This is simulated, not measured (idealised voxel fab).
Module name: voxel lift off (process module)
cross-section cut | 285 nm wide | cells 5 nm
A cross-section is written here as square cells arranged in a grid, and it is given in bands from the top down, each band taking up one or more rows of cells.
The band entry comprises the height of the band's top followed by the height of its bottom, expressed in nm, and subsequently the band's materials from left to right, each stated together with its width in nm. Where a single material is marked with the word "edge to edge", that material fills the band from edge to edge. The word "blank" represents empty space.
Heights from 0 (as-received wafer is one material below). Bottom band endless downward, as "0 and below".
The width entry "30->40" should be interpreted row by row: the top row of cells in the band takes the first number, the bottom row takes the second number, and the change between adjacent rows is uniform throughout.
"same as before" after a step means that no cell of the cross-section changed.
The list in "Sealed internal cavities" covers empty spaces of 8 cells or more that cannot reach the top through any open way, and it gives each as width x height at distance; the distance is from the left edge, and width, height and distance are in nm.
Past the settings on a step's line: simulator remark, on that step.
overlay nm, on a step with a mask: how far to the right of its planned place the mask lay; to the left if negative

INTENDED PROCESS STEPS
step 1: RECEIVE,material Si
step 2: CONFORMAL_DEP,material Al2O3,thk nm 10
step 3: PATTERN,tone open,mask id LINES,material resist,width nm 25,pitch nm 50,thk nm 25,overlay nm 0
step 4: DIRECTIONAL_DEP,material Ru,thk nm 10
step 5: STRIP,etch materials resist
step 6: CONFORMAL_DEP,material SiO2,thk nm 5

CROSS-SECTION OF THE WAFER AS IT CAME TO US, I.E., ALREADY THROUGH STEP 1
  0 and below: Si edge to edge
  Sealed internal cavities: none

FIGURE: CROSS-SECTIONAL VIEW OF THE WAFER UPON COMPLETION OF THE MODULE, PROCESSED FROM THE INITIAL STATE AND ACCORDING TO THE PLAN DEPICTED ABOVE, WITH ONE ERROR INTRODUCED DURING EXECUTION
  30 down to 25: 100 of blank / 35 of SiO2 / 15 of blank / 35 of SiO2 / 100 of blank
  25 down to 20: 100 of blank / 5 of SiO2 / 25 of Ru / 5 of SiO2 / 15 of blank / 5 of SiO2 / 25 of Ru / 5 of SiO2 / 100 of blank
  20 down to 15: 105 of SiO2 / 25 of Ru / 25 of SiO2 / 25 of Ru / 105 of SiO2
  15 down to 0: Al2O3 edge to edge
  0 and below: Si edge to edge
  Sealed internal cavities: none
What went wrong in running the wafer? step 2: run off-plan, actual operation and settings CONFORMAL_DEP,material Al2O3,thk nm 15
